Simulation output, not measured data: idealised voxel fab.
Process module heading - voxel gate over fins
The cross-section on display is named cut; it measures 285 nm wide, and its cells are 5 nm squares.
Cross-section spec: square-cell grid; bands listed top down; each band is one or more rows.
Per band: top height and bottom height in nm, followed by the left-to-right materials and their widths in nm; "all across" marks a single material spanning edge to edge, "blank" marks empty space.
Below 0: as-received wafer, all one material; heights counted from there. Lowest band: no bottom, goes on down, written "z 0 and below".
Width: "30..40" (first number = top row, second number = bottom row, same change from row to row of cells).
When a step is marked "remains unaltered", none of the cells in the cross-section changed during that step.
Basically, "Fully enclosed voids" tells you about the enclosed voids: empty spaces with no open way to the top, 8 cells or bigger, each written width x height at distance, where distance is from the left edge, all in nm.
Text after the settings on a step's line: the simulator's own remark on that step.
"overlay nm", when on a step's line for a step with a mask, measures how far to the right of its planned place the mask lay; a negative measure means to the left.
The process steps that were planned are listed below:
1 RECEIVE [material Si]
2 CONFORMAL_DEP [material SiN] [thk nm 10]
3 PATTERN [tone cover] [mask id FINS] [material resist] [width nm 15] [pitch nm 40] [thk nm 15] [overlay nm 0]
4 DIRECTIONAL_ETCH [etch materials SiN] [depth nm 10]
5 DIRECTIONAL_ETCH [etch materials Si] [depth nm 30]
6 STRIP [etch materials resist]
7 FILL_DEP [material SiO2] [thk nm 5]
8 CMP [height nm 10]
9 SELECTIVE_ETCH [etch materials SiO2] [depth nm 25]
10 STRIP [etch materials SiN]
11 CONFORMAL_DEP [material HfO2] [thk nm 5]
12 CONFORMAL_DEP [material TiN] [thk nm 5]
13 FILL_DEP [material W] [thk nm 10]
14 CMP [height nm 15]
15 CONFORMAL_DEP [material SiCN] [thk nm 10]
The cross-section here shows the wafer as received, i.e. in its state after step 1:
	z 0 and below = Si all across
	Fully enclosed voids: none
Final wafer profile in cross-section after the module, from the same start and plan as above, with one mistake made during processing:
	z 25 to 15 = SiCN all across
	z 15 to 10 = W 105  TiN 5  HfO2 25  TiN 5  W 5  TiN 5  HfO2 25  TiN 5  W 105
	z 10 to 0 = W 105  TiN 5  HfO2 5  SiN 15  HfO2 5  TiN 5  W 5  TiN 5  HfO2 5  SiN 15  HfO2 5  TiN 5  W 105
	z 0 to -20 = W 105  TiN 5  HfO2 5  Si 15  HfO2 5  TiN 5  W 5  TiN 5  HfO2 5  Si 15  HfO2 5  TiN 5  W 105
	z -20 to -25 = TiN 110  HfO2 5  Si 15  HfO2 5  TiN 15  HfO2 5  Si 15  HfO2 5  TiN 110
	z -25 to -30 = HfO2 115  Si 15  HfO2 25  Si 15  HfO2 115
	z -30 and below = Si all across
	Fully enclosed voids: none
What was done differently from what was planned? note that step 10 departed from the planned setting and was carried out as STRIP [etch materials SiO2]
